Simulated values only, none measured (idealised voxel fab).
A process module follows: voxel spacer lines.
FYI the section here is cut, 155 nm wide, cells are 5 nm squares.
In what follows, cross-sections appear as grids of square cells, described through bands that run from the top down, where every band is one or more rows of cells.
A band entry consists of two parts. The first gives the height of the band's top and the height of its bottom, in nm. The rest lists the band's materials from left to right, each with its width in nm. A single material labelled with the word "edge to edge" fills the band from edge to edge, and the word "blank" marks empty space.
For the purposes of this specification, 0 denotes the height below which the wafer in its as-received condition is composed wholly of one material, and the lowermost band, lacking a lower limit, extends downward without end, as expressed in "from 0 down".
Note: "30..40" means the width goes from the first number (top row of the band) to the second number (bottom row) in equal steps per row of cells.
Step marked "nothing different"? Then no cell in the cross-section changed in it.
If an empty space has no open way to the top and is at least 8 cells in size, "Fully sealed cavities" lists it, written width x height at distance, where distance is measured from the left edge and every value is in nm.
What comes after the settings on a step's line is commentary from the simulator itself on that step.
Each step line may optionally specify "overlay nm", which for a step with a mask gives the rightward distance between the mask's planned place and where it lay, a negative value indicating the leftward direction.
# These are the steps we planned for the process
| 1 | op RECEIVE | material Si |
| 2 | op CONFORMAL_DEP | material Al2O3 | thk nm 10 |
| 3 | op DIRECTIONAL_DEP | material W | thk nm 20 |
| 4 | op DIRECTIONAL_DEP | material aC | thk nm 30 |
| 5 | op PATTERN | tone cover | mask id MANDREL | material resist | width nm 20 | pitch nm 60 | thk nm 40 | overlay nm 0 |
| 6 | op DIRECTIONAL_ETCH | etch materials aC | depth nm 30 |
| 7 | op STRIP | etch materials resist |
| 8 | op CONFORMAL_DEP | material SiN | thk nm 10 |
| 9 | op DIRECTIONAL_ETCH | etch materials SiN | depth nm 10 |
| 10 | op STRIP | etch materials aC |
| 11 | op DIRECTIONAL_ETCH | etch materials W | depth nm 20 |
| 12 | op STRIP | etch materials SiN |
# Step 1 complete: cross-section of the wafer as received
- from 0 down: Si edge to edge
- Fully sealed cavities: none
# first wafer at the end, as planned
- from 30 to 10: 25 nm blank | 10 nm W | 20 nm blank | 10 nm W | 20 nm blank | 10 nm W | 20 nm blank | 10 nm W | 30 nm blank
- from 10 to 0: Al2O3 edge to edge
- from 0 down: Si edge to edge
- Fully sealed cavities: none
# Cross-sectional view of the second of two wafers upon completion of the module. This wafer shared its starting condition and process plan with the first; one error was made during its execution
- from 20 to 0: 25 nm blank | 10 nm W | 20 nm blank | 10 nm W | 20 nm blank | 10 nm W | 20 nm blank | 10 nm W | 30 nm blank
- from 0 down: Si edge to edge
- Fully sealed cavities: none
What went wrong in running the wafer? step 2 was dropped from the plan's execution and never run
Upon completion, the second wafer contains, in terms of cells, a greater or smaller amount of certain materials than the first wafer: Al2O3 -62
